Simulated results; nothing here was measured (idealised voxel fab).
You're looking at the process module voxel self aligned vias.
Displayed cross-section: cut, width of 285 nm, square cells sized 5 nm.
Cross-section, as written here: a square-cell grid given band by band from the top down, where a band holds one or more rows of cells.
Top, bottom (nm), then materials left to right with widths (nm); lone material tagged "edge to edge" fills the whole band edge to edge; "blank" = empty space.
Ref level 0: as-received wafer is one material below here. Bottom band extends down with no lower bound ("0 nm and below").
The width entry "30->40" should be interpreted row by row: the top row of cells in the band takes the first number, the bottom row takes the second number, and the change between adjacent rows is uniform throughout.
"no change" after a step means that no cell of the cross-section changed.
Entry "Encapsulated voids" = empty spaces >= 8 cells with no open way to the top; each as width x height at distance, distance from left edge, all nm.
Note: text after step settings on the step line = simulator remark on that step.
A step's line can hold "overlay nm"; with a mask on that step, the setting says how far right of the planned place the mask lay, while a negative setting says it lay to the left.
-- The planned process steps are enumerated hereunder
- 1: RECEIVE with material Si
- 2: CONFORMAL_DEP with material SiO2, thk nm 10
- 3: CONFORMAL_DEP with material SiCN, thk nm 5
- 4: DIRECTIONAL_DEP with material SiO2, thk nm 25
- 5: PATTERN with tone open, mask id LINES, material resist, width nm 20, pitch nm 55, thk nm 15, overlay nm 0
- 6: DIRECTIONAL_ETCH with etch materials SiO2, depth nm 25
- 7: STRIP with etch materials resist
- 8: CONFORMAL_DEP with material TiN, thk nm 5
- 9: FILL_DEP with material Ru, thk nm 5
- 10: CMP with height nm 40
- 11: SELECTIVE_ETCH with etch materials W Ru TiN, depth nm 10
- 12: FILL_DEP with material SiN, thk nm 5
- 13: CMP with height nm 40
- 14: DIRECTIONAL_DEP with material SiO2, thk nm 20
- 15: PATTERN with tone open, mask id VIAS, material resist, width nm 40, pitch nm 110, thk nm 20, overlay nm 0
- 16: DIRECTIONAL_ETCH with etch materials SiO2, depth nm 20
- 17: DIRECTIONAL_ETCH with etch materials SiN, depth nm 10
- 18: STRIP with etch materials resist
- 19: CONFORMAL_DEP with material TiN, thk nm 5
- 20: FILL_DEP with material Ru, thk nm 5
- 21: CMP with height nm 60
- 22: CONFORMAL_DEP with material SiCN, thk nm 5
-- Here's what the wafer looked like in cross-section when it arrived - that's after step 1
0 nm and below = Si edge to edge
Encapsulated voids: none
-- First of two wafers at the end of the module, shown in cross-section; run carried out as planned
65 nm to 60 nm = SiCN edge to edge
60 nm to 45 nm = SiO2 65 nm, then TiN 5 nm, then Ru 30 nm, then TiN 5 nm, then SiO2 70 nm, then TiN 5 nm, then Ru 30 nm, then TiN 5 nm, then SiO2 70 nm
45 nm to 40 nm = SiO2 65 nm, then TiN 15 nm, then Ru 10 nm, then TiN 15 nm, then SiO2 70 nm, then TiN 15 nm, then Ru 10 nm, then TiN 15 nm, then SiO2 70 nm
40 nm to 35 nm = SiO2 75 nm, then TiN 5 nm, then Ru 10 nm, then TiN 5 nm, then SiO2 35 nm, then SiN 20 nm, then SiO2 35 nm, then TiN 5 nm, then Ru 10 nm, then TiN 5 nm, then SiO2 80 nm
35 nm to 30 nm = SiO2 75 nm, then TiN 20 nm, then SiO2 35 nm, then SiN 20 nm, then SiO2 35 nm, then TiN 20 nm, then SiO2 80 nm
30 nm to 20 nm = SiO2 75 nm, then TiN 5 nm, then Ru 10 nm, then TiN 5 nm, then SiO2 35 nm, then TiN 5 nm, then Ru 10 nm, then TiN 5 nm, then SiO2 35 nm, then TiN 5 nm, then Ru 10 nm, then TiN 5 nm, then SiO2 80 nm
20 nm to 15 nm = SiO2 75 nm, then TiN 20 nm, then SiO2 35 nm, then TiN 20 nm, then SiO2 35 nm, then TiN 20 nm, then SiO2 80 nm
15 nm to 10 nm = SiCN edge to edge
10 nm to 0 nm = SiO2 edge to edge
0 nm and below = Si edge to edge
Encapsulated voids: none
-- What the second wafer looks like in cross-section once the module is done. Its start and its plan matched the first wafer's exactly; what differed was one mistake in how it was run
65 nm to 60 nm = SiCN edge to edge
60 nm to 45 nm = SiO2 65 nm, then TiN 5 nm, then Ru 30 nm, then TiN 5 nm, then SiO2 70 nm, then TiN 5 nm, then Ru 30 nm, then TiN 5 nm, then SiO2 70 nm
45 nm to 40 nm = SiO2 65 nm, then TiN 15 nm, then Ru 15 nm, then TiN 10 nm, then SiO2 70 nm, then TiN 15 nm, then Ru 15 nm, then TiN 10 nm, then SiO2 70 nm
40 nm to 35 nm = SiO2 75 nm, then TiN 5 nm, then Ru 15 nm, then TiN 5 nm, then SiO2 30 nm, then SiN 25 nm, then SiO2 30 nm, then TiN 5 nm, then Ru 15 nm, then TiN 5 nm, then SiO2 75 nm
35 nm to 30 nm = SiO2 75 nm, then TiN 25 nm, then SiO2 30 nm, then SiN 25 nm, then SiO2 30 nm, then TiN 25 nm, then SiO2 75 nm
30 nm to 20 nm = SiO2 75 nm, then TiN 5 nm, then Ru 15 nm, then TiN 5 nm, then SiO2 30 nm, then TiN 5 nm, then Ru 15 nm, then TiN 5 nm, then SiO2 30 nm, then TiN 5 nm, then Ru 15 nm, then TiN 5 nm, then SiO2 75 nm
20 nm to 15 nm = SiO2 75 nm, then TiN 25 nm, then SiO2 30 nm, then TiN 25 nm, then SiO2 30 nm, then TiN 25 nm, then SiO2 75 nm
15 nm to 10 nm = SiCN edge to edge
10 nm to 0 nm = SiO2 edge to edge
0 nm and below = Si edge to edge
Encapsulated voids: none
Nonconformance to the process plan: step 5 did not use the planned setting and instead ran as PATTERN with tone open, mask id LINES, material resist, width nm 25, pitch nm 55, thk nm 15, overlay nm 0
Final tally in cells, some materials are higher or lower on the second wafer than on the first: 10 more of Ru; 2 more of SiN; 15 fewer of SiO2; 3 more of TiN
